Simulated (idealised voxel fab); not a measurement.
process module | voxel self aligned vias
For reference, the cross-section in this document is cut, with width 210 nm and square cells of 5 nm.
Cross-sections here: square-cell grids, written as top-down lists of bands, a band being one or more rows of cells.
First you get the band's top height and its bottom height, in nm, and then the materials it's made of, left to right, with each width in nm. If you see a single material with "all across", that one covers the band edge to edge. "air" is empty space.
The level at which height equals 0 is the one under which the wafer, as it arrives, is entirely one material. No lower edge exists for the bottom band, which continues downward and is notated as in "z 0 and below".
A two-number width, for instance "30..40", indicates that the width is equal to the first number in the top row of the band and to the second number in the bottom row, and that it changes by a constant amount per row of cells.
When a step is marked "nothing got changed", none of the cells in the cross-section changed during that step.
The entry titled "closed voids" provides the empty spaces that have no open way to the top, restricted to those of 8 cells or more. Each is presented as width x height at distance, the distance being measured from the left edge, with all three in nm.
Whatever follows a step's settings on its line is a remark the simulator itself makes about that step.
The line of a step may include "overlay nm". On a step with a mask, this value is how far to the right of its planned place the mask lay. A negative value means the mask lay to the left.
-- Steps in the process plan
- 1: RECEIVE with material Si
- 2: CONFORMAL_DEP with material SiO2, thk nm 10
- 3: CONFORMAL_DEP with material SiCN, thk nm 5
- 4: DIRECTIONAL_DEP with material SiO2, thk nm 30
- 5: PATTERN with tone open, mask id LINES, material resist, width nm 20, pitch nm 65, thk nm 15, overlay nm 0
- 6: DIRECTIONAL_ETCH with etch materials SiO2, depth nm 30
- 7: STRIP with etch materials resist
- 8: CONFORMAL_DEP with material TiN, thk nm 5
- 9: FILL_DEP with material W, thk nm 5
- 10: CMP with height nm 45
- 11: SELECTIVE_ETCH with etch materials W Ru TiN, depth nm 5
- 12: FILL_DEP with material SiN, thk nm 5
- 13: CMP with height nm 45
- 14: DIRECTIONAL_DEP with material SiO2, thk nm 20
- 15: DIRECTIONAL_DEP with material aC, thk nm 10
- 16: PATTERN with tone open, mask id VIAS, material resist, width nm 40, pitch nm 130, thk nm 30, overlay nm 0
- 17: DIRECTIONAL_ETCH with etch materials aC, depth nm 10
- 18: STRIP with etch materials resist
- 19: DIRECTIONAL_ETCH with etch materials SiO2, depth nm 20
- 20: DIRECTIONAL_ETCH with etch materials SiN, depth nm 5
- 21: STRIP with etch materials aC
- 22: CONFORMAL_DEP with material TiN, thk nm 5
- 23: FILL_DEP with material Cu, thk nm 5
- 24: CMP with height nm 65
- 25: CONFORMAL_DEP with material SiCN, thk nm 5
-- Here's what the wafer looked like in cross-section when it arrived - that's after step 1
- z 0 and below | Si all across
- closed voids: none
-- First of two wafers: cross-section at end of module, run per plan
- z 70 to 65 | SiCN all across
- z 65 to 50 | 20 of SiO2, 5 of TiN, 30 of Cu, 5 of TiN, 90 of SiO2, 5 of TiN, 30 of Cu, 5 of TiN, 20 of SiO2
- z 50 to 45 | 20 of SiO2, 15 of TiN, 10 of Cu, 15 of TiN, 90 of SiO2, 15 of TiN, 10 of Cu, 15 of TiN, 20 of SiO2
- z 45 to 40 | 30 of SiO2, 20 of TiN, 45 of SiO2, 20 of SiN, 45 of SiO2, 20 of TiN, 30 of SiO2
- z 40 to 20 | 30 of SiO2, 5 of TiN, 10 of W, 5 of TiN, 45 of SiO2, 5 of TiN, 10 of W, 5 of TiN, 45 of SiO2, 5 of TiN, 10 of W, 5 of TiN, 30 of SiO2
- z 20 to 15 | 30 of SiO2, 20 of TiN, 45 of SiO2, 20 of TiN, 45 of SiO2, 20 of TiN, 30 of SiO2
- z 15 to 10 | SiCN all across
- z 10 to 0 | SiO2 all across
- z 0 and below | Si all across
- closed voids: none
-- So this is wafer number two of the two, cut at the end of the module - it started where the first did and had the same plan, we just got one thing wrong running it
- z 70 to 65 | SiCN all across
- z 65 to 50 | 20 of SiO2, 5 of TiN, 30 of Cu, 5 of TiN, 90 of SiO2, 5 of TiN, 30 of Cu, 5 of TiN, 20 of SiO2
- z 50 to 45 | 20 of SiO2, 10 of TiN, 10 of Cu, 20 of TiN, 90 of SiO2, 10 of TiN, 10 of Cu, 20 of TiN, 20 of SiO2
- z 45 to 40 | 25 of SiO2, 20 of TiN, 45 of SiO2, 20 of SiN, 45 of SiO2, 20 of TiN, 35 of SiO2
- z 40 to 20 | 25 of SiO2, 5 of TiN, 10 of W, 5 of TiN, 45 of SiO2, 5 of TiN, 10 of W, 5 of TiN, 45 of SiO2, 5 of TiN, 10 of W, 5 of TiN, 35 of SiO2
- z 20 to 15 | 25 of SiO2, 20 of TiN, 45 of SiO2, 20 of TiN, 45 of SiO2, 20 of TiN, 35 of SiO2
- z 15 to 10 | SiCN all across
- z 10 to 0 | SiO2 all across
- z 0 and below | Si all across
- closed voids: none
Deviation noted in wafer processing: note that step 5 departed from the planned setting and was carried out as PATTERN with tone open, mask id LINES, material resist, width nm 20, pitch nm 65, thk nm 15, overlay nm -5
Both wafers, final: cells per material equal; arrangement not.
